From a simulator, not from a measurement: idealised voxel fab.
process module | voxel transistor to metal
Xsec cut, 295 nm wide, square cell size 5 nm.
A cross-section is written here as square cells arranged in a grid, and it is given in bands from the top down, each band taking up one or more rows of cells. Heads up on the band format: heights come first, top then bottom, in nm. After that it's the materials left to right, each with its width in nm. A single material flagged "everywhere" fills the whole band edge to edge, and "air" means there's empty space there. It should be noted that heights are counted from 0, beneath which the wafer as supplied is of one material throughout, and that the lowest band possesses no lower boundary but continues downward, as written in "top 0, no bottom". You'd read "30..40" like this: the band's top row of cells is as wide as the first number, its bottom row is as wide as the second, and going down, every row changes width by the same amount as the row before did. For the purposes of this document, the phrase "no modifications" attached to a step denotes that no cell within the cross-section was modified by that step. So "Enclosed empty spaces" is basically the list of trapped voids: any empty space of 8 cells or more that can't reach the top through an opening. They're written width x height at distance, the distance being from the left edge, and it's all nm. Step line, after settings: the simulator's comment on this step. "overlay nm" denotes, for a step that has a mask, the displacement of the mask to the right of its planned place, with negative values corresponding to the left.

**Below is the list of planned process steps**
1) RECEIVE with material Si
2) CONFORMAL_DEP with material SiO2, thk nm 5
3) CONFORMAL_DEP with material SiN, thk nm 15
4) PATTERN with tone cover, mask id ACTIVE, material resist, width nm 105, pitch nm 130, thk nm 20, overlay nm 0
5) DIRECTIONAL_ETCH with etch materials SiN, depth nm 15
6) DIRECTIONAL_ETCH with etch materials SiO2, depth nm 5
7) DIRECTIONAL_ETCH with etch materials Si, depth nm 30
8) STRIP with etch materials resist
9) OXIDIZE with depth nm 5
10) FILL_DEP with material SiO2, thk nm 15
11) CMP with height nm 20
12) SELECTIVE_ETCH with etch materials SiO2, depth nm 15
13) STRIP with etch materials SiN
14) SELECTIVE_ETCH with etch materials SiO2, depth nm 5
15) OXIDIZE with depth nm 5
16) DIRECTIONAL_DEP with material polySi, thk nm 25
17) DIRECTIONAL_DEP with material SiCN, thk nm 15
18) DIRECTIONAL_DEP with material aC, thk nm 10
19) PATTERN with tone cover, mask id GATE, material resist, width nm 25, pitch nm 130, thk nm 25, overlay nm 0
20) DIRECTIONAL_ETCH with etch materials aC, depth nm 10
21) STRIP with etch materials resist
22) DIRECTIONAL_ETCH with etch materials SiCN, depth nm 25
23) DIRECTIONAL_ETCH with etch materials polySi, depth nm 35
24) STRIP with etch materials aC
25) CONFORMAL_DEP with material SiN, thk nm 5
26) DIRECTIONAL_ETCH with etch materials SiN, depth nm 5
27) DIRECTIONAL_ETCH with etch materials SiO2, depth nm 5
28) DIRECTIONAL_ETCH with etch materials Si, depth nm 10
29) EPI with material nSi, thk nm 15
30) FILL_DEP with material SiO2, thk nm 5
31) CMP with height nm 40
32) DIRECTIONAL_DEP with material SiO2, thk nm 10
33) PATTERN with tone open, mask id CONTACT, material resist, width nm 30, pitch nm 65, thk nm 15, overlay nm 0
34) DIRECTIONAL_ETCH with etch materials SiO2, depth nm 50
35) STRIP with etch materials resist
36) CONFORMAL_DEP with material TiN, thk nm 5
37) FILL_DEP with material W, thk nm 5
38) CMP with height nm 50
39) DIRECTIONAL_DEP with material TiN, thk nm 5
40) DIRECTIONAL_DEP with material Ru, thk nm 15
41) MASKED_ETCH with tone cover, mask id METAL_1, width nm 15, etch materials Ru, depth nm 15, overlay nm 0
42) MASKED_ETCH with tone cover, mask id METAL_1, width nm 15, etch materials TiN, depth nm 5, overlay nm 0
43) CONFORMAL_DEP with material SiN, thk nm 5
44) FILL_DEP with material SiO2, thk nm 5
45) CMP with height nm 70
46) CONFORMAL_DEP with material SiCN, thk nm 5
47) DIRECTIONAL_DEP with material SiO2, thk nm 25
48) DIRECTIONAL_DEP with material aC, thk nm 10
49) PATTERN with tone open, mask id METAL_2, material resist, width nm 15, pitch nm 130, thk nm 30, overlay nm 0
50) DIRECTIONAL_ETCH with etch materials aC, depth nm 10
51) STRIP with etch materials resist
52) DIRECTIONAL_ETCH with etch materials SiO2, depth nm 15
53) STRIP with etch materials aC
54) MASKED_ETCH with tone open, mask id METAL_2_HOLES, width nm 15, pitch nm 130, etch materials SiO2, depth nm 10, overlay nm 0
55) MASKED_ETCH with tone open, mask id METAL_2_HOLES, width nm 15, pitch nm 130, etch materials SiCN, depth nm 5, overlay nm 0
56) CONFORMAL_DEP with material TiN, thk nm 5
57) FILL_DEP with material Ru, thk nm 10
58) CMP with height nm 100
59) CONFORMAL_DEP with material SiN, thk nm 5

**As received (post step 1): cross-section**
- top 0, no bottom  Si everywhere
- Enclosed empty spaces: none

**Run as planned - first of the two wafers cross-sectioned at the end of the module**
- top 105, bottom 100  SiN everywhere
- top 100, bottom 75  SiO2 (35), then TiN (5), then Ru (5), then TiN (5), then SiO2 (115), then TiN (5), then Ru (5), then TiN (5), then SiO2 (115)
- top 75, bottom 70  SiCN (35), then TiN (15), then SiCN (115), then TiN (15), then SiCN (115)
- top 70, bottom 55  SiO2 (30), then SiN (5), then Ru (15), then SiN (5), then SiO2 (55), then SiN (5), then Ru (15), then SiN (5), then SiO2 (25), then SiN (5), then Ru (15), then SiN (5), then SiO2 (55), then SiN (5), then Ru (15), then SiN (5), then SiO2 (30)
- top 55, bottom 50  SiN (35), then TiN (15), then SiN (65), then TiN (15), then SiN (35), then TiN (15), then SiN (65), then TiN (15), then SiN (35)
- top 50, bottom 40  SiO2 (35), then TiN (5), then W (20), then TiN (5), then SiO2 (35), then TiN (5), then W (20), then TiN (5), then SiO2 (35), then TiN (5), then W (20), then TiN (5), then SiO2 (35), then TiN (5), then W (20), then TiN (5), then SiO2 (35)
- top 40, bottom 25  SiO2 (35), then TiN (5), then W (20), then TiN (5), then SiN (5), then SiCN (25), then SiN (5), then TiN (5), then W (20), then TiN (5), then SiO2 (35), then TiN (5), then W (20), then TiN (5), then SiN (5), then SiCN (25), then SiN (5), then TiN (5), then W (20), then TiN (5), then SiO2 (35)
- top 25, bottom 15  SiO2 (35), then TiN (5), then W (20), then TiN (5), then SiN (5), then polySi (25), then SiN (5), then TiN (5), then W (20), then TiN (5), then SiO2 (35), then TiN (5), then W (20), then TiN (5), then SiN (5), then polySi (25), then SiN (5), then TiN (5), then W (20), then TiN (5), then SiO2 (35)
- top 15, bottom 10  SiO2 (35), then TiN (5), then W (5), then TiN (20), then SiN (5), then polySi (25), then SiN (5), then TiN (20), then W (5), then TiN (5), then SiO2 (35), then TiN (5), then W (5), then TiN (20), then SiN (5), then polySi (25), then SiN (5), then TiN (20), then W (5), then TiN (5), then SiO2 (35)
- top 10, bottom 5  SiO2 (35), then TiN (5), then W (5), then TiN (5), then nSi (15), then SiN (5), then polySi (25), then SiN (5), then nSi (15), then TiN (5), then W (5), then TiN (5), then SiO2 (35), then TiN (5), then W (5), then TiN (5), then nSi (15), then SiN (5), then polySi (25), then SiN (5), then nSi (15), then TiN (5), then W (5), then TiN (5), then SiO2 (35)
- top 5, bottom 0  SiO2 (35), then TiN (15), then nSi (15), then SiN (5), then polySi (25), then SiN (5), then nSi (15), then TiN (15), then SiO2 (35), then TiN (15), then nSi (15), then SiN (5), then polySi (25), then SiN (5), then nSi (15), then TiN (15), then SiO2 (35)
- top 0, bottom -5  SiO2 (30), then nSi (35), then SiO2 (35), then nSi (35), then SiO2 (25), then nSi (35), then SiO2 (35), then nSi (35), then SiO2 (30)
- top -5, bottom -15  SiO2 (35), then nSi (30), then Si (35), then nSi (30), then SiO2 (35), then nSi (30), then Si (35), then nSi (30), then SiO2 (35)
- top -15, bottom -35  SiO2 (35), then Si (95), then SiO2 (35), then Si (95), then SiO2 (35)
- top -35, no bottom  Si everywhere
- Enclosed empty spaces: none

**Here's the second of our two wafers sectioned at module end. Same start as the first, same plan, but one mistake got made running it**
- top 105, bottom 100  SiN everywhere
- top 100, bottom 75  SiO2 (35), then TiN (5), then Ru (5), then TiN (5), then SiO2 (115), then TiN (5), then Ru (5), then TiN (5), then SiO2 (115)
- top 75, bottom 70  SiCN (35), then TiN (15), then SiCN (115), then TiN (15), then SiCN (115)
- top 70, bottom 55  SiO2 (30), then SiN (5), then Ru (15), then SiN (5), then SiO2 (55), then SiN (5), then Ru (15), then SiN (5), then SiO2 (25), then SiN (5), then Ru (15), then SiN (5), then SiO2 (55), then SiN (5), then Ru (15), then SiN (5), then SiO2 (30)
- top 55, bottom 50  SiN (35), then TiN (15), then SiN (65), then TiN (15), then SiN (35), then TiN (15), then SiN (65), then TiN (15), then SiN (35)
- top 50, bottom 40  SiO2 (35), then TiN (5), then W (20..15), then TiN (5..10), then SiO2 (35), then TiN (5..10), then W (20..15), then TiN (5), then SiO2 (35), then TiN (5), then W (20..15), then TiN (5..10), then SiO2 (35), then TiN (5..10), then W (20..15), then TiN (5), then SiO2 (35)
- top 40, bottom 25  SiO2 (35), then TiN (5), then W (15), then TiN (5), then SiN (5), then SiCN (35), then SiN (5), then TiN (5), then W (15), then TiN (5), then SiO2 (35), then TiN (5), then W (15), then TiN (5), then SiN (5), then SiCN (35), then SiN (5), then TiN (5), then W (15), then TiN (5), then SiO2 (35)
- top 25, bottom 15  SiO2 (35), then TiN (5), then W (15), then TiN (5), then SiN (5), then polySi (35), then SiN (5), then TiN (5), then W (15), then TiN (5), then SiO2 (35), then TiN (5), then W (15), then TiN (5), then SiN (5), then polySi (35), then SiN (5), then TiN (5), then W (15), then TiN (5), then SiO2 (35)
- top 15, bottom 10  SiO2 (35), then TiN (25), then SiN (5), then polySi (35), then SiN (5), then TiN (25), then SiO2 (35), then TiN (25), then SiN (5), then polySi (35), then SiN (5), then TiN (25), then SiO2 (35)
- top 10, bottom 0  SiO2 (35), then TiN (10), then nSi (15), then SiN (5), then polySi (35), then SiN (5), then nSi (15), then TiN (10), then SiO2 (35), then TiN (10), then nSi (15), then SiN (5), then polySi (35), then SiN (5), then nSi (15), then TiN (10), then SiO2 (35)
- top 0, bottom -5  SiO2 (30), then nSi (30), then SiO2 (45), then nSi (30), then SiO2 (25), then nSi (30), then SiO2 (45), then nSi (30), then SiO2 (30)
- top -5, bottom -15  SiO2 (35), then nSi (25), then Si (45), then nSi (25), then SiO2 (35), then nSi (25), then Si (45), then nSi (25), then SiO2 (35)
- top -15, bottom -35  SiO2 (35), then Si (95), then SiO2 (35), then Si (95), then SiO2 (35)
- top -35, no bottom  Si everywhere
- Enclosed empty spaces: none
So what did we get wrong on this run? not per plan at step 19, really ran PATTERN with tone cover, mask id GATE, material resist, width nm 35, pitch nm 130, thk nm 25, overlay nm 0
FYI, end of process, the second wafer has more or fewer cells of some materials than the first: Si: 8 more | SiCN: 12 more | SiO2: 4 more | W: 32 fewer | nSi: 12 fewer | polySi: 20 more
